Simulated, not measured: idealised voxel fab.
process module | voxel gate over fins
cross-section cut | 185 nm wide | cells 5 nm
A cross-section is a grid of square cells, given in bands from the top down. A band is one or more rows of cells.
Each band's line starts with the height of the band's top and of its bottom, in nm. Then come its materials from left to right, each with its width in nm. One material with "throughout" fills the band from edge to edge. "air" is empty space.
Height 0 is the level under which the wafer as received is all one material. The lowest band goes on downwards, as in "0 down".
A width such as "30 to 40" changes by the same amount from each row of cells to the next, from the band's top row to its bottom row.
"no change" after a step means that no cell of the cross-section changed.
closed voids: empty space of 8 cells or more with no open way to the top, each as width x height at its distance from the left edge, in nm
after a step's settings: what the simulator itself notes on the step
overlay nm, on a step with a mask: how far to the right of its planned place the mask lay; to the left if negative
Each pair below shows a cross-section before one step and the cross-section after it, down to the lowest band that changed. The line under each pair gives the step between them, with its settings. The pairs can come from different runs of this module on the same starting wafer, so a pair continues from the pair above only where its "before" says so.
before
  0 down: Si throughout
  closed voids: none
after
  5 to 0: SiN throughout
  below 0: unchanged
  closed voids: none
the step between: op CONFORMAL_DEP | material SiN | thk nm 5
before: the cross-section after the pair above
after
  20 to 5: aC throughout
  below 5: unchanged
  closed voids: none
the step between: op DIRECTIONAL_DEP | material aC | thk nm 15
before: the cross-section after the pair above
after
  50 to 20: air 30 | resist 15 | air 20 | resist 15 | air 20 | resist 15 | air 20 | resist 15 | air 35
  below 20: unchanged
  closed voids: none
the step between: op PATTERN | tone cover | mask id FINS | material resist | width nm 15 | pitch nm 35 | thk nm 30 | overlay nm 0
before: the cross-section after the pair above
after
  35 to 20: air 30 | resist 15 | air 20 | resist 15 | air 20 | resist 15 | air 20 | resist 15 | air 35
  20 to 5: air 30 | aC 15 | air 20 | aC 15 | air 20 | aC 15 | air 20 | aC 15 | air 35
  below 5: unchanged
  closed voids: none
the step between: op DIRECTIONAL_ETCH | etch materials aC | depth nm 15
before: the cross-section after the pair above
after
  20 to 5: air 30 | aC 15 | air 20 | aC 15 | air 20 | aC 15 | air 20 | aC 15 | air 35
  below 5: unchanged
  closed voids: none
the step between: op STRIP | etch materials resist
before: the cross-section after the pair above
after
  20 to 5: air 30 | aC 15 | air 20 | aC 15 | air 20 | aC 15 | air 20 | aC 15 | air 35
  5 to 0: air 30 | SiN 15 | air 20 | SiN 15 | air 20 | SiN 15 | air 20 | SiN 15 | air 35
  below 0: unchanged
  closed voids: none
the step between: op DIRECTIONAL_ETCH | etch materials SiN | depth nm 5
before: the cross-section after the pair above
after
  20 to 5: air 30 | aC 15 | air 20 | aC 15 | air 20 | aC 15 | air 20 | aC 15 | air 35
  5 to 0: air 30 | SiN 15 | air 20 | SiN 15 | air 20 | SiN 15 | air 20 | SiN 15 | air 35
  0 to -30: air 30 | Si 15 | air 20 | Si 15 | air 20 | Si 15 | air 20 | Si 15 | air 35
  below -30: unchanged
  closed voids: none
the step between: op DIRECTIONAL_ETCH | etch materials Si | depth nm 30
before: the cross-section after the pair above
after
  5 to 0: air 30 | SiN 15 | air 20 | SiN 15 | air 20 | SiN 15 | air 20 | SiN 15 | air 35
  below 0: unchanged
  closed voids: none
the step between: op STRIP | etch materials aC
before: the cross-section after the pair above
after
  5 to 0: air 30 | SiN 15 | air 20 | SiN 15 | air 20 | SiN 15 | air 20 | SiN 15 | air 35
  0 to -30: air 30 | SiO2 5 | Si 5 | SiO2 5 | air 20 | SiO2 5 | Si 5 | SiO2 5 | air 20 | SiO2 5 | Si 5 | SiO2 5 | air 20 | SiO2 5 | Si 5 | SiO2 5 | air 35
  -30 to -35: SiO2 35 | Si 5 | SiO2 30 | Si 5 | SiO2 30 | Si 5 | SiO2 30 | Si 5 | SiO2 40
  below -35: unchanged
  closed voids: none
the step between: op OXIDIZE | depth nm 5
before: the cross-section after the pair above
after
  20 to 5: SiO2 throughout
  5 to 0: SiO2 30 | SiN 15 | SiO2 20 | SiN 15 | SiO2 20 | SiN 15 | SiO2 20 | SiN 15 | SiO2 35
  0 to -35: SiO2 35 | Si 5 | SiO2 30 | Si 5 | SiO2 30 | Si 5 | SiO2 30 | Si 5 | SiO2 40
  below -35: unchanged
  closed voids: none
the step between: op FILL_DEP | material SiO2 | thk nm 15
before: the cross-section after the pair above
after
  5 to 0: SiO2 30 | SiN 15 | SiO2 20 | SiN 15 | SiO2 20 | SiN 15 | SiO2 20 | SiN 15 | SiO2 35
  below 0: unchanged
  closed voids: none
the step between: op CMP | height nm 5
before: the cross-section after the pair above
after
  5 to 0: air 30 | SiN 15 | air 20 | SiN 15 | air 20 | SiN 15 | air 20 | SiN 15 | air 35
  0 to -10: air 35 | Si 5 | air 30 | Si 5 | air 30 | Si 5 | air 30 | Si 5 | air 40
  below -10: unchanged
  closed voids: none
the step between: op SELECTIVE_ETCH | etch materials SiO2 | depth nm 15
before: the cross-section after the pair above
after
  0 to -10: air 35 | Si 5 | air 30 | Si 5 | air 30 | Si 5 | air 30 | Si 5 | air 40
  below -10: unchanged
  closed voids: none
the step between: op STRIP | etch materials SiN
before: the cross-section after the pair above
after
  5 to 0: air 30 | HfO2 15 | air 20 | HfO2 15 | air 20 | HfO2 15 | air 20 | HfO2 15 | air 35
  0 to -5: air 30 | HfO2 5 | Si 5 | HfO2 5 | air 20 | HfO2 5 | Si 5 | HfO2 5 | air 20 | HfO2 5 | Si 5 | HfO2 5 | air 20 | HfO2 5 | Si 5 | HfO2 5 | air 35
  -5 to -10: HfO2 35 | Si 5 | HfO2 30 | Si 5 | HfO2 30 | Si 5 | HfO2 30 | Si 5 | HfO2 40
  below -10: unchanged
  closed voids: none
the step between: op CONFORMAL_DEP | material HfO2 | thk nm 5
before: the cross-section after the pair above
after
  10 to 5: air 25 | TiN 25 | air 10 | TiN 25 | air 10 | TiN 25 | air 10 | TiN 25 | air 30
  5 to 0: air 25 | TiN 5 | HfO2 15 | TiN 5 | air 10 | TiN 5 | HfO2 15 | TiN 5 | air 10 | TiN 5 | HfO2 15 | TiN 5 | air 10 | TiN 5 | HfO2 15 | TiN 5 | air 30
  0 to -5: TiN 30 | HfO2 5 | Si 5 | HfO2 5 | TiN 20 | HfO2 5 | Si 5 | HfO2 5 | TiN 20 | HfO2 5 | Si 5 | HfO2 5 | TiN 20 | HfO2 5 | Si 5 | HfO2 5 | TiN 35
  below -5: unchanged
  closed voids: none
the step between: op CONFORMAL_DEP | material TiN | thk nm 5
before: the cross-section after the pair above
after
  15 to 10: air 20 | TiAl 140 | air 25
  10 to 5: air 20 | TiAl 5 | TiN 25 | TiAl 10 | TiN 25 | TiAl 10 | TiN 25 | TiAl 10 | TiN 25 | TiAl 5 | air 25
  5 to 0: TiAl 25 | TiN 5 | HfO2 15 | TiN 5 | TiAl 10 | TiN 5 | HfO2 15 | TiN 5 | TiAl 10 | TiN 5 | HfO2 15 | TiN 5 | TiAl 10 | TiN 5 | HfO2 15 | TiN 5 | TiAl 30
  below 0: unchanged
  closed voids: none
the step between: op CONFORMAL_DEP | material TiAl | thk nm 5
before: the cross-section after the pair above
after
  20 to 15: air 15 | TiN 150 | air 20
  15 to 10: air 15 | TiN 5 | TiAl 140 | TiN 5 | air 20
  10 to 5: TiN 20 | TiAl 5 | TiN 25 | TiAl 10 | TiN 25 | TiAl 10 | TiN 25 | TiAl 10 | TiN 25 | TiAl 5 | TiN 25
  below 5: unchanged
  closed voids: none
the step between: op CONFORMAL_DEP | material TiN | thk nm 5
before: the cross-section after the pair above
after
  30 to 20: W throughout
  20 to 15: W 15 | TiN 150 | W 20
  15 to 10: W 15 | TiN 5 | TiAl 140 | TiN 5 | W 20
  below 10: unchanged
  closed voids: none
the step between: op FILL_DEP | material W | thk nm 10
before: the cross-section after the pair above
after
  25 to 20: W throughout
  below 20: unchanged
  closed voids: none
the step between: op CMP | height nm 25
before: the cross-section after the pair above
after
  30 to 25: SiCN throughout
  below 25: unchanged
  closed voids: none
the step between: op CONFORMAL_DEP | material SiCN | thk nm 5
before
  10 to 5: air 25 | TiN 25 | air 10 | TiN 25 | air 10 | TiN 25 | air 10 | TiN 25 | air 30
  5 to 0: air 25 | TiN 5 | HfO2 15 | TiN 5 | air 10 | TiN 5 | HfO2 15 | TiN 5 | air 10 | TiN 5 | HfO2 15 | TiN 5 | air 10 | TiN 5 | HfO2 15 | TiN 5 | air 30
  0 to -5: TiN 30 | HfO2 5 | Si 5 | HfO2 5 | TiN 20 | HfO2 5 | Si 5 | HfO2 5 | TiN 20 | HfO2 5 | Si 5 | HfO2 5 | TiN 20 | HfO2 5 | Si 5 | HfO2 5 | TiN 35
  -5 to -10: HfO2 35 | Si 5 | HfO2 30 | Si 5 | HfO2 30 | Si 5 | HfO2 30 | Si 5 | HfO2 40
  -10 to -35: SiO2 35 | Si 5 | SiO2 30 | Si 5 | SiO2 30 | Si 5 | SiO2 30 | Si 5 | SiO2 40
  -35 down: Si throughout
  closed voids: none
after
  15 to 5: air 20 | TiN 140 | air 25
  5 to 0: TiN 30 | HfO2 15 | TiN 20 | HfO2 15 | TiN 20 | HfO2 15 | TiN 20 | HfO2 15 | TiN 35
  below 0: unchanged
  closed voids: none
the step between: op CONFORMAL_DEP | material TiN | thk nm 5
before: the cross-section after the pair above
after
  25 to 15: W throughout
  15 to 5: W 20 | TiN 140 | W 25
  below 5: unchanged
  closed voids: none
the step between: op FILL_DEP | material W | thk nm 10
before: the cross-section after the pair above
after
  30 to 25: SiCN throughout
  below 25: unchanged
  closed voids: none
the step between: op CONFORMAL_DEP | material SiCN | thk nm 5
before
  5 to 0: air 30 | SiN 15 | air 20 | SiN 15 | air 20 | SiN 15 | air 20 | SiN 15 | air 35
  0 to -10: air 35 | Si 5 | air 30 | Si 5 | air 30 | Si 5 | air 30 | Si 5 | air 40
  -10 to -35: SiO2 35 | Si 5 | SiO2 30 | Si 5 | SiO2 30 | Si 5 | SiO2 30 | Si 5 | SiO2 40
  -35 down: Si throughout
  closed voids: none
after
  5 to 0: air 30 | SiN 15 | air 20 | SiN 15 | air 20 | SiN 15 | air 20 | SiN 15 | air 35
  0 to -25: air 35 | Si 5 | air 30 | Si 5 | air 30 | Si 5 | air 30 | Si 5 | air 40
  below -25: unchanged
  closed voids: none
the step between: op SELECTIVE_ETCH | etch materials SiO2 | depth nm 15
before: the cross-section after the pair above
after
  0 to -25: air 35 | Si 5 | air 30 | Si 5 | air 30 | Si 5 | air 30 | Si 5 | air 40
  below -25: unchanged
  closed voids: none
the step between: op STRIP | etch materials SiN
before: the cross-section after the pair above
after
  5 to 0: air 30 | HfO2 15 | air 20 | HfO2 15 | air 20 | HfO2 15 | air 20 | HfO2 15 | air 35
  0 to -20: air 30 | HfO2 5 | Si 5 | HfO2 5 | air 20 | HfO2 5 | Si 5 | HfO2 5 | air 20 | HfO2 5 | Si 5 | HfO2 5 | air 20 | HfO2 5 | Si 5 | HfO2 5 | air 35
  -20 to -25: HfO2 35 | Si 5 | HfO2 30 | Si 5 | HfO2 30 | Si 5 | HfO2 30 | Si 5 | HfO2 40
  below -25: unchanged
  closed voids: none
the step between: op CONFORMAL_DEP | material HfO2 | thk nm 5
before: the cross-section after the pair above
after
  10 to 5: air 25 | TiN 25 | air 10 | TiN 25 | air 10 | TiN 25 | air 10 | TiN 25 | air 30
  5 to 0: air 25 | TiN 5 | HfO2 15 | TiN 5 | air 10 | TiN 5 | HfO2 15 | TiN 5 | air 10 | TiN 5 | HfO2 15 | TiN 5 | air 10 | TiN 5 | HfO2 15 | TiN 5 | air 30
  0 to -15: air 25 | TiN 5 | HfO2 5 | Si 5 | HfO2 5 | TiN 5 | air 10 | TiN 5 | HfO2 5 | Si 5 | HfO2 5 | TiN 5 | air 10 | TiN 5 | HfO2 5 | Si 5 | HfO2 5 | TiN 5 | air 10 | TiN 5 | HfO2 5 | Si 5 | HfO2 5 | TiN 5 | air 30
  -15 to -20: TiN 30 | HfO2 5 | Si 5 | HfO2 5 | TiN 20 | HfO2 5 | Si 5 | HfO2 5 | TiN 20 | HfO2 5 | Si 5 | HfO2 5 | TiN 20 | HfO2 5 | Si 5 | HfO2 5 | TiN 35
  below -20: unchanged
  closed voids: none
the step between: op CONFORMAL_DEP | material TiN | thk nm 5
before: the cross-section after the pair above
after
  15 to 10: air 20 | TiAl 140 | air 25
  10 to 5: air 20 | TiAl 5 | TiN 25 | TiAl 10 | TiN 25 | TiAl 10 | TiN 25 | TiAl 10 | TiN 25 | TiAl 5 | air 25
  5 to 0: air 20 | TiAl 5 | TiN 5 | HfO2 15 | TiN 5 | TiAl 10 | TiN 5 | HfO2 15 | TiN 5 | TiAl 10 | TiN 5 | HfO2 15 | TiN 5 | TiAl 10 | TiN 5 | HfO2 15 | TiN 5 | TiAl 5 | air 25
  0 to -10: air 20 | TiAl 5 | TiN 5 | HfO2 5 | Si 5 | HfO2 5 | TiN 5 | TiAl 10 | TiN 5 | HfO2 5 | Si 5 | HfO2 5 | TiN 5 | TiAl 10 | TiN 5 | HfO2 5 | Si 5 | HfO2 5 | TiN 5 | TiAl 10 | TiN 5 | HfO2 5 | Si 5 | HfO2 5 | TiN 5 | TiAl 5 | air 25
  -10 to -15: TiAl 25 | TiN 5 | HfO2 5 | Si 5 | HfO2 5 | TiN 5 | TiAl 10 | TiN 5 | HfO2 5 | Si 5 | HfO2 5 | TiN 5 | TiAl 10 | TiN 5 | HfO2 5 | Si 5 | HfO2 5 | TiN 5 | TiAl 10 | TiN 5 | HfO2 5 | Si 5 | HfO2 5 | TiN 5 | TiAl 30
  below -15: unchanged
  closed voids: none
the step between: op CONFORMAL_DEP | material TiAl | thk nm 5
before: the cross-section after the pair above
after
  20 to 15: air 15 | TiN 150 | air 20
  15 to 10: air 15 | TiN 5 | TiAl 140 | TiN 5 | air 20
  10 to 5: air 15 | TiN 5 | TiAl 5 | TiN 25 | TiAl 10 | TiN 25 | TiAl 10 | TiN 25 | TiAl 10 | TiN 25 | TiAl 5 | TiN 5 | air 20
  5 to 0: air 15 | TiN 5 | TiAl 5 | TiN 5 | HfO2 15 | TiN 5 | TiAl 10 | TiN 5 | HfO2 15 | TiN 5 | TiAl 10 | TiN 5 | HfO2 15 | TiN 5 | TiAl 10 | TiN 5 | HfO2 15 | TiN 5 | TiAl 5 | TiN 5 | air 20
  0 to -5: air 15 | TiN 5 | TiAl 5 | TiN 5 | HfO2 5 | Si 5 | HfO2 5 | TiN 5 | TiAl 10 | TiN 5 | HfO2 5 | Si 5 | HfO2 5 | TiN 5 | TiAl 10 | TiN 5 | HfO2 5 | Si 5 | HfO2 5 | TiN 5 | TiAl 10 | TiN 5 | HfO2 5 | Si 5 | HfO2 5 | TiN 5 | TiAl 5 | TiN 5 | air 20
  -5 to -10: TiN 20 | TiAl 5 | TiN 5 | HfO2 5 | Si 5 | HfO2 5 | TiN 5 | TiAl 10 | TiN 5 | HfO2 5 | Si 5 | HfO2 5 | TiN 5 | TiAl 10 | TiN 5 | HfO2 5 | Si 5 | HfO2 5 | TiN 5 | TiAl 10 | TiN 5 | HfO2 5 | Si 5 | HfO2 5 | TiN 5 | TiAl 5 | TiN 25
  below -10: unchanged
  closed voids: none
the step between: op CONFORMAL_DEP | material TiN | thk nm 5
before: the cross-section after the pair above
after
  30 to 20: W throughout
  20 to 15: W 15 | TiN 150 | W 20
  15 to 10: W 15 | TiN 5 | TiAl 140 | TiN 5 | W 20
  10 to 5: W 15 | TiN 5 | TiAl 5 | TiN 25 | TiAl 10 | TiN 25 | TiAl 10 | TiN 25 | TiAl 10 | TiN 25 | TiAl 5 | TiN 5 | W 20
  5 to 0: W 15 | TiN 5 | TiAl 5 | TiN 5 | HfO2 15 | TiN 5 | TiAl 10 | TiN 5 | HfO2 15 | TiN 5 | TiAl 10 | TiN 5 | HfO2 15 | TiN 5 | TiAl 10 | TiN 5 | HfO2 15 | TiN 5 | TiAl 5 | TiN 5 | W 20
  0 to -5: W 15 | TiN 5 | TiAl 5 | TiN 5 | HfO2 5 | Si 5 | HfO2 5 | TiN 5 | TiAl 10 | TiN 5 | HfO2 5 | Si 5 | HfO2 5 | TiN 5 | TiAl 10 | TiN 5 | HfO2 5 | Si 5 | HfO2 5 | TiN 5 | TiAl 10 | TiN 5 | HfO2 5 | Si 5 | HfO2 5 | TiN 5 | TiAl 5 | TiN 5 | W 20
  below -5: unchanged
  closed voids: none
the step between: op FILL_DEP | material W | thk nm 10
before: the cross-section after the pair above
after
  25 to 20: W throughout
  below 20: unchanged
  closed voids: none
the step between: op CMP | height nm 25
before: the cross-section after the pair above
after
  30 to 25: SiCN throughout
  below 25: unchanged
  closed voids: none
the step between: op CONFORMAL_DEP | material SiCN | thk nm 5
before
  0 to -10: air 35 | Si 5 | air 30 | Si 5 | air 30 | Si 5 | air 30 | Si 5 | air 40
  -10 to -35: SiO2 35 | Si 5 | SiO2 30 | Si 5 | SiO2 30 | Si 5 | SiO2 30 | Si 5 | SiO2 40
  -35 down: Si throughout
  closed voids: none
after
  5 to 0: air 30 | TiN 15 | air 20 | TiN 15 | air 20 | TiN 15 | air 20 | TiN 15 | air 35
  0 to -5: air 30 | TiN 5 | Si 5 | TiN 5 | air 20 | TiN 5 | Si 5 | TiN 5 | air 20 | TiN 5 | Si 5 | TiN 5 | air 20 | TiN 5 | Si 5 | TiN 5 | air 35
  -5 to -10: TiN 35 | Si 5 | TiN 30 | Si 5 | TiN 30 | Si 5 | TiN 30 | Si 5 | TiN 40
  below -10: unchanged
  closed voids: none
the step between: op CONFORMAL_DEP | material TiN | thk nm 5
before: the cross-section after the pair above
after
  10 to 5: air 25 | HfO2 25 | air 10 | HfO2 25 | air 10 | HfO2 25 | air 10 | HfO2 25 | air 30
  5 to 0: air 25 | HfO2 5 | TiN 15 | HfO2 5 | air 10 | HfO2 5 | TiN 15 | HfO2 5 | air 10 | HfO2 5 | TiN 15 | HfO2 5 | air 10 | HfO2 5 | TiN 15 | HfO2 5 | air 30
  0 to -5: HfO2 30 | TiN 5 | Si 5 | TiN 5 | HfO2 20 | TiN 5 | Si 5 | TiN 5 | HfO2 20 | TiN 5 | Si 5 | TiN 5 | HfO2 20 | TiN 5 | Si 5 | TiN 5 | HfO2 35
  below -5: unchanged
  closed voids: none
the step between: op CONFORMAL_DEP | material HfO2 | thk nm 5
before: the cross-section after the pair above
after
  15 to 10: air 20 | TiAl 140 | air 25
  10 to 5: air 20 | TiAl 5 | HfO2 25 | TiAl 10 | HfO2 25 | TiAl 10 | HfO2 25 | TiAl 10 | HfO2 25 | TiAl 5 | air 25
  5 to 0: TiAl 25 | HfO2 5 | TiN 15 | HfO2 5 | TiAl 10 | HfO2 5 | TiN 15 | HfO2 5 | TiAl 10 | HfO2 5 | TiN 15 | HfO2 5 | TiAl 10 | HfO2 5 | TiN 15 | HfO2 5 | TiAl 30
  below 0: unchanged
  closed voids: none
the step between: op CONFORMAL_DEP | material TiAl | thk nm 5
before: the cross-section after the pair above
after
  20 to 15: air 15 | TiN 150 | air 20
  15 to 10: air 15 | TiN 5 | TiAl 140 | TiN 5 | air 20
  10 to 5: TiN 20 | TiAl 5 | HfO2 25 | TiAl 10 | HfO2 25 | TiAl 10 | HfO2 25 | TiAl 10 | HfO2 25 | TiAl 5 | TiN 25
  below 5: unchanged
  closed voids: none
the step between: op CONFORMAL_DEP | material TiN | thk nm 5
before: the cross-section after the pair above
after
  30 to 20: W throughout
  20 to 15: W 15 | TiN 150 | W 20
  15 to 10: W 15 | TiN 5 | TiAl 140 | TiN 5 | W 20
  below 10: unchanged
  closed voids: none
the step between: op FILL_DEP | material W | thk nm 10
before: the cross-section after the pair above
after
  25 to 20: W throughout
  below 20: unchanged
  closed voids: none
the step between: op CMP | height nm 25
before: the cross-section after the pair above
after
  30 to 25: SiCN throughout
  below 25: unchanged
  closed voids: none
the step between: op CONFORMAL_DEP | material SiCN | thk nm 5
before
  5 to 0: SiO2 30 | SiN 15 | SiO2 20 | SiN 15 | SiO2 20 | SiN 15 | SiO2 20 | SiN 15 | SiO2 35
  0 to -35: SiO2 35 | Si 5 | SiO2 30 | Si 5 | SiO2 30 | Si 5 | SiO2 30 | Si 5 | SiO2 40
  -35 down: Si throughout
  closed voids: none
after
  5 to 0: air 30 | SiN 15 | air 20 | SiN 15 | air 20 | SiN 15 | air 20 | SiN 15 | air 35
  0 to -20: air 35 | Si 5 | air 30 | Si 5 | air 30 | Si 5 | air 30 | Si 5 | air 40
  below -20: unchanged
  closed voids: none
the step between: op SELECTIVE_ETCH | etch materials SiO2 | depth nm 25
before: the cross-section after the pair above
after
  0 to -20: air 35 | Si 5 | air 30 | Si 5 | air 30 | Si 5 | air 30 | Si 5 | air 40
  below -20: unchanged
  closed voids: none
the step between: op STRIP | etch materials SiN
before: the cross-section after the pair above
after
  5 to 0: air 30 | HfO2 15 | air 20 | HfO2 15 | air 20 | HfO2 15 | air 20 | HfO2 15 | air 35
  0 to -15: air 30 | HfO2 5 | Si 5 | HfO2 5 | air 20 | HfO2 5 | Si 5 | HfO2 5 | air 20 | HfO2 5 | Si 5 | HfO2 5 | air 20 | HfO2 5 | Si 5 | HfO2 5 | air 35
  -15 to -20: HfO2 35 | Si 5 | HfO2 30 | Si 5 | HfO2 30 | Si 5 | HfO2 30 | Si 5 | HfO2 40
  below -20: unchanged
  closed voids: none
the step between: op CONFORMAL_DEP | material HfO2 | thk nm 5
before: the cross-section after the pair above
after
  10 to 5: air 25 | TiN 25 | air 10 | TiN 25 | air 10 | TiN 25 | air 10 | TiN 25 | air 30
  5 to 0: air 25 | TiN 5 | HfO2 15 | TiN 5 | air 10 | TiN 5 | HfO2 15 | TiN 5 | air 10 | TiN 5 | HfO2 15 | TiN 5 | air 10 | TiN 5 | HfO2 15 | TiN 5 | air 30
  0 to -10: air 25 | TiN 5 | HfO2 5 | Si 5 | HfO2 5 | TiN 5 | air 10 | TiN 5 | HfO2 5 | Si 5 | HfO2 5 | TiN 5 | air 10 | TiN 5 | HfO2 5 | Si 5 | HfO2 5 | TiN 5 | air 10 | TiN 5 | HfO2 5 | Si 5 | HfO2 5 | TiN 5 | air 30
  -10 to -15: TiN 30 | HfO2 5 | Si 5 | HfO2 5 | TiN 20 | HfO2 5 | Si 5 | HfO2 5 | TiN 20 | HfO2 5 | Si 5 | HfO2 5 | TiN 20 | HfO2 5 | Si 5 | HfO2 5 | TiN 35
  below -15: unchanged
  closed voids: none
the step between: op CONFORMAL_DEP | material TiN | thk nm 5
before: the cross-section after the pair above
after
  15 to 10: air 20 | TiAl 140 | air 25
  10 to 5: air 20 | TiAl 5 | TiN 25 | TiAl 10 | TiN 25 | TiAl 10 | TiN 25 | TiAl 10 | TiN 25 | TiAl 5 | air 25
  5 to 0: air 20 | TiAl 5 | TiN 5 | HfO2 15 | TiN 5 | TiAl 10 | TiN 5 | HfO2 15 | TiN 5 | TiAl 10 | TiN 5 | HfO2 15 | TiN 5 | TiAl 10 | TiN 5 | HfO2 15 | TiN 5 | TiAl 5 | air 25
  0 to -5: air 20 | TiAl 5 | TiN 5 | HfO2 5 | Si 5 | HfO2 5 | TiN 5 | TiAl 10 | TiN 5 | HfO2 5 | Si 5 | HfO2 5 | TiN 5 | TiAl 10 | TiN 5 | HfO2 5 | Si 5 | HfO2 5 | TiN 5 | TiAl 10 | TiN 5 | HfO2 5 | Si 5 | HfO2 5 | TiN 5 | TiAl 5 | air 25
  -5 to -10: TiAl 25 | TiN 5 | HfO2 5 | Si 5 | HfO2 5 | TiN 5 | TiAl 10 | TiN 5 | HfO2 5 | Si 5 | HfO2 5 | TiN 5 | TiAl 10 | TiN 5 | HfO2 5 | Si 5 | HfO2 5 | TiN 5 | TiAl 10 | TiN 5 | HfO2 5 | Si 5 | HfO2 5 | TiN 5 | TiAl 30
  below -10: unchanged
  closed voids: none
the step between: op CONFORMAL_DEP | material TiAl | thk nm 5
before: the cross-section after the pair above
after
  20 to 15: air 15 | TiN 150 | air 20
  15 to 10: air 15 | TiN 5 | TiAl 140 | TiN 5 | air 20
  10 to 5: air 15 | TiN 5 | TiAl 5 | TiN 25 | TiAl 10 | TiN 25 | TiAl 10 | TiN 25 | TiAl 10 | TiN 25 | TiAl 5 | TiN 5 | air 20
  5 to 0: air 15 | TiN 5 | TiAl 5 | TiN 5 | HfO2 15 | TiN 5 | TiAl 10 | TiN 5 | HfO2 15 | TiN 5 | TiAl 10 | TiN 5 | HfO2 15 | TiN 5 | TiAl 10 | TiN 5 | HfO2 15 | TiN 5 | TiAl 5 | TiN 5 | air 20
  0 to -5: TiN 20 | TiAl 5 | TiN 5 | HfO2 5 | Si 5 | HfO2 5 | TiN 5 | TiAl 10 | TiN 5 | HfO2 5 | Si 5 | HfO2 5 | TiN 5 | TiAl 10 | TiN 5 | HfO2 5 | Si 5 | HfO2 5 | TiN 5 | TiAl 10 | TiN 5 | HfO2 5 | Si 5 | HfO2 5 | TiN 5 | TiAl 5 | TiN 25
  below -5: unchanged
  closed voids: none
the step between: op CONFORMAL_DEP | material TiN | thk nm 5
before: the cross-section after the pair above
after
  30 to 20: W throughout
  20 to 15: W 15 | TiN 150 | W 20
  15 to 10: W 15 | TiN 5 | TiAl 140 | TiN 5 | W 20
  10 to 5: W 15 | TiN 5 | TiAl 5 | TiN 25 | TiAl 10 | TiN 25 | TiAl 10 | TiN 25 | TiAl 10 | TiN 25 | TiAl 5 | TiN 5 | W 20
  5 to 0: W 15 | TiN 5 | TiAl 5 | TiN 5 | HfO2 15 | TiN 5 | TiAl 10 | TiN 5 | HfO2 15 | TiN 5 | TiAl 10 | TiN 5 | HfO2 15 | TiN 5 | TiAl 10 | TiN 5 | HfO2 15 | TiN 5 | TiAl 5 | TiN 5 | W 20
  below 0: unchanged
  closed voids: none
the step between: op FILL_DEP | material W | thk nm 10
before: the cross-section after the pair above
after
  25 to 20: W throughout
  below 20: unchanged
  closed voids: none
the step between: op CMP | height nm 25
before: the cross-section after the pair above
after
  30 to 25: SiCN throughout
  below 25: unchanged
  closed voids: none
the step between: op CONFORMAL_DEP | material SiCN | thk nm 5
before
  20 to 5: aC throughout
  5 to 0: SiN throughout
  0 down: Si throughout
  closed voids: none
after
  50 to 20: air 30 | resist 20 | air 15 | resist 20 | air 15 | resist 20 | air 15 | resist 20 | air 30
  below 20: unchanged
  closed voids: none
the step between: op PATTERN | tone cover | mask id FINS | material resist | width nm 20 | pitch nm 35 | thk nm 30 | overlay nm 0
before: the cross-section after the pair above
after
  35 to 20: air 30 | resist 20 | air 15 | resist 20 | air 15 | resist 20 | air 15 | resist 20 | air 30
  20 to 5: air 30 | aC 20 | air 15 | aC 20 | air 15 | aC 20 | air 15 | aC 20 | air 30
  below 5: unchanged
  closed voids: none
the step between: op DIRECTIONAL_ETCH | etch materials aC | depth nm 15
before: the cross-section after the pair above
after
  20 to 5: air 30 | aC 20 | air 15 | aC 20 | air 15 | aC 20 | air 15 | aC 20 | air 30
  below 5: unchanged
  closed voids: none
the step between: op STRIP | etch materials resist
before: the cross-section after the pair above
after
  20 to 5: air 30 | aC 20 | air 15 | aC 20 | air 15 | aC 20 | air 15 | aC 20 | air 30
  5 to 0: air 30 | SiN 20 | air 15 | SiN 20 | air 15 | SiN 20 | air 15 | SiN 20 | air 30
  below 0: unchanged
  closed voids: none
the step between: op DIRECTIONAL_ETCH | etch materials SiN | depth nm 5
before: the cross-section after the pair above
after
  20 to 5: air 30 | aC 20 | air 15 | aC 20 | air 15 | aC 20 | air 15 | aC 20 | air 30
  5 to 0: air 30 | SiN 20 | air 15 | SiN 20 | air 15 | SiN 20 | air 15 | SiN 20 | air 30
  0 to -30: air 30 | Si 20 | air 15 | Si 20 | air 15 | Si 20 | air 15 | Si 20 | air 30
  below -30: unchanged
  closed voids: none
the step between: op DIRECTIONAL_ETCH | etch materials Si | depth nm 30
before: the cross-section after the pair above
after
  5 to 0: air 30 | SiN 20 | air 15 | SiN 20 | air 15 | SiN 20 | air 15 | SiN 20 | air 30
  below 0: unchanged
  closed voids: none
the step between: op STRIP | etch materials aC
before: the cross-section after the pair above
after
  5 to 0: air 30 | SiN 20 | air 15 | SiN 20 | air 15 | SiN 20 | air 15 | SiN 20 | air 30
  0 to -30: air 30 | SiO2 5 | Si 10 | SiO2 5 | air 15 | SiO2 5 | Si 10 | SiO2 5 | air 15 | SiO2 5 | Si 10 | SiO2 5 | air 15 | SiO2 5 | Si 10 | SiO2 5 | air 30
  -30 to -35: SiO2 35 | Si 10 | SiO2 25 | Si 10 | SiO2 25 | Si 10 | SiO2 25 | Si 10 | SiO2 35
  below -35: unchanged
  closed voids: none
the step between: op OXIDIZE | depth nm 5
before: the cross-section after the pair above
after
  20 to 5: SiO2 throughout
  5 to 0: SiO2 30 | SiN 20 | SiO2 15 | SiN 20 | SiO2 15 | SiN 20 | SiO2 15 | SiN 20 | SiO2 30
  0 to -35: SiO2 35 | Si 10 | SiO2 25 | Si 10 | SiO2 25 | Si 10 | SiO2 25 | Si 10 | SiO2 35
  below -35: unchanged
  closed voids: none
the step between: op FILL_DEP | material SiO2 | thk nm 15
before: the cross-section after the pair above
after
  5 to 0: SiO2 30 | SiN 20 | SiO2 15 | SiN 20 | SiO2 15 | SiN 20 | SiO2 15 | SiN 20 | SiO2 30
  below 0: unchanged
  closed voids: none
the step between: op CMP | height nm 5
before: the cross-section after the pair above
after
  5 to 0: air 30 | SiN 20 | air 15 | SiN 20 | air 15 | SiN 20 | air 15 | SiN 20 | air 30
  0 to -10: air 35 | Si 10 | air 25 | Si 10 | air 25 | Si 10 | air 25 | Si 10 | air 35
  below -10: unchanged
  closed voids: none
the step between: op SELECTIVE_ETCH | etch materials SiO2 | depth nm 15
before: the cross-section after the pair above
after
  0 to -10: air 35 | Si 10 | air 25 | Si 10 | air 25 | Si 10 | air 25 | Si 10 | air 35
  below -10: unchanged
  closed voids: none
the step between: op STRIP | etch materials SiN
before: the cross-section after the pair above
after
  5 to 0: air 30 | HfO2 20 | air 15 | HfO2 20 | air 15 | HfO2 20 | air 15 | HfO2 20 | air 30
  0 to -5: air 30 | HfO2 5 | Si 10 | HfO2 5 | air 15 | HfO2 5 | Si 10 | HfO2 5 | air 15 | HfO2 5 | Si 10 | HfO2 5 | air 15 | HfO2 5 | Si 10 | HfO2 5 | air 30
  -5 to -10: HfO2 35 | Si 10 | HfO2 25 | Si 10 | HfO2 25 | Si 10 | HfO2 25 | Si 10 | HfO2 35
  below -10: unchanged
  closed voids: none
the step between: op CONFORMAL_DEP | material HfO2 | thk nm 5
